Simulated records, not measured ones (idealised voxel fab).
Name of the process module below: voxel tone inversion
For reference, the cross-section in this document is cut, with width 190 nm and square cells of 5 nm.
Reading order for cross-sections: top band down to bottom band. Underlying form: a grid of square cells. Band size: one or more rows of cells.
Each band's line starts with the height of the band's top and of its bottom, in nm. Then come its materials from left to right, each with its width in nm. One material with "all across" fills the band from edge to edge. "blank" is empty space.
Heights from 0 (as-received wafer is one material below). Bottom band endless downward, as "0 down".
Width "30->40": first value at the band's top row of cells, second value at its bottom row, equal change from row to row.
"everything unchanged" for a step: no cell of the cross-section changed in that step.
Heads up: "Enclosed cavity list" only lists the empty pockets with no open path to the top that are 8 cells or more, and it writes them as width x height at distance, distance from the left edge, in nm.
after a step's settings: what the simulator itself notes on the step
On any step carrying a mask, the "overlay nm" setting, if present on the step's line, tells how far right of its planned place the mask lay; negative values point to the left.
PLAN
1: RECEIVE | material Si
2: CONFORMAL_DEP | material SiN | thk nm 5
3: DIRECTIONAL_DEP | material polySi | thk nm 15
4: PATTERN | tone cover | mask id POSTS | material resist | width nm 15 | pitch nm 45 | thk nm 25 | overlay nm 0
5: DIRECTIONAL_ETCH | etch materials polySi | depth nm 15
6: STRIP | etch materials resist
7: FILL_DEP | material SiO2 | thk nm 5
8: CMP | height nm 20
9: STRIP | etch materials polySi
RECEIVED-STATE CROSS-SECTION, REFLECTING COMPLETION OF STEP 1
- 0 down | Si all across
- Enclosed cavity list: none
HERE'S THE CROSS-SECTION OF THE FIRST OF OUR TWO WAFERS AT THE END OF THE MODULE - IT RAN AS PLANNED
- 20 to 5 | SiO2 (40) / blank (15) / SiO2 (30) / blank (15) / SiO2 (30) / blank (15) / SiO2 (45)
- 5 to 0 | SiN all across
- 0 down | Si all across
- Enclosed cavity list: none
SECOND WAFER THROUGH THE MODULE, SECTIONED AT THE END: SAME BEGINNING AND SAME PLAN AS THE FIRST WAFER, WITH ONE MISTAKE IN CARRYING IT OUT
- 20 to 15 | SiN all across
- 15 to 0 | polySi all across
- 0 down | Si all across
- Enclosed cavity list: none
It is concluded that the wafer was processed incorrectly with respect to the plan, in that steps 2 and 3 of the plan were each performed in the slot designated for the other
End check, counted in cells, second wafer has more or fewer of these materials than the first: SiO2: 87 fewer | polySi: 114 more
